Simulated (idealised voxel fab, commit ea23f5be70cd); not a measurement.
The following process module bears the name voxel tone inversion.
Square cells of 5 nm make up the cross-section cut, whose width is 265 nm.
When this document writes out a cross-section, it uses a grid of square cells and lists it as bands, beginning at the top and moving down, with a band standing for one or more rows of cells. Top height, bottom height, nm. Materials left to right, width each, nm. Single material + "throughout" = fills band edge to edge. "air" = empty. Where do heights start? At 0: under that level the wafer as delivered is made of one material only. And the lowest band has no floor; it just carries on downward, as in "0 -> down". A width given as "30 to 40" starts at the first number in the band's top row and ends at the second number in its bottom row, shifting by an equal amount at every step from row to row. The designation "stayed the same", where it is given for a processing step, indicates that no cell of the cross-section was altered in the course of that step. "Sealed void inventory" specifies each empty space that is not open to the top and that occupies no fewer than 8 cells, using the form width x height at distance, the distance measured from the left edge and all three quantities in nm. Step line, after settings: the simulator's comment on this step. overlay nm: mask right of planned place by this much (step with mask). Neg. = left.
-- The steps planned for the process are as follows
1: RECEIVE with material Si
2: CONFORMAL_DEP with material SiCN, thk nm 5
3: DIRECTIONAL_DEP with material aC, thk nm 20
4: PATTERN with tone cover, mask id POSTS, material resist, width nm 15, pitch nm 35, thk nm 25, overlay nm -15
5: DIRECTIONAL_ETCH with etch materials aC, depth nm 20
6: STRIP with etch materials resist
7: FILL_DEP with material SiO2, thk nm 5
8: CMP with height nm 25
9: STRIP with etch materials aC
Quick note for whoever runs this: the wafers start identical, but the overlay nm at step 4 isn't the same across them. The plan just shows what the first wafer had.
-- Cross-section of the first of several wafers on receipt, reflecting completion of step 1
- 0 -> down | Si throughout
- Sealed void inventory: none
-- Here is how to read the rows: every wafer has a row, and it shows the wafer at the end of the module, giving for each material how many cells were gained (+) or lost (-) since the wafer was received, then listing its closed voids
overlay nm -15 | +53 SiCN | +188 SiO2 | Sealed void inventory: none
overlay nm -10 | +53 SiCN | +188 SiO2 | Sealed void inventory: none
overlay nm -5 | +53 SiCN | +188 SiO2 | Sealed void inventory: none
overlay nm 0 | +53 SiCN | +188 SiO2 | Sealed void inventory: none
overlay nm 5 | +53 SiCN | +188 SiO2 | Sealed void inventory: none
overlay nm 10 | +53 SiCN | +188 SiO2 | Sealed void inventory: none
overlay nm 15 | +53 SiCN | +188 SiO2 | Sealed void inventory: none
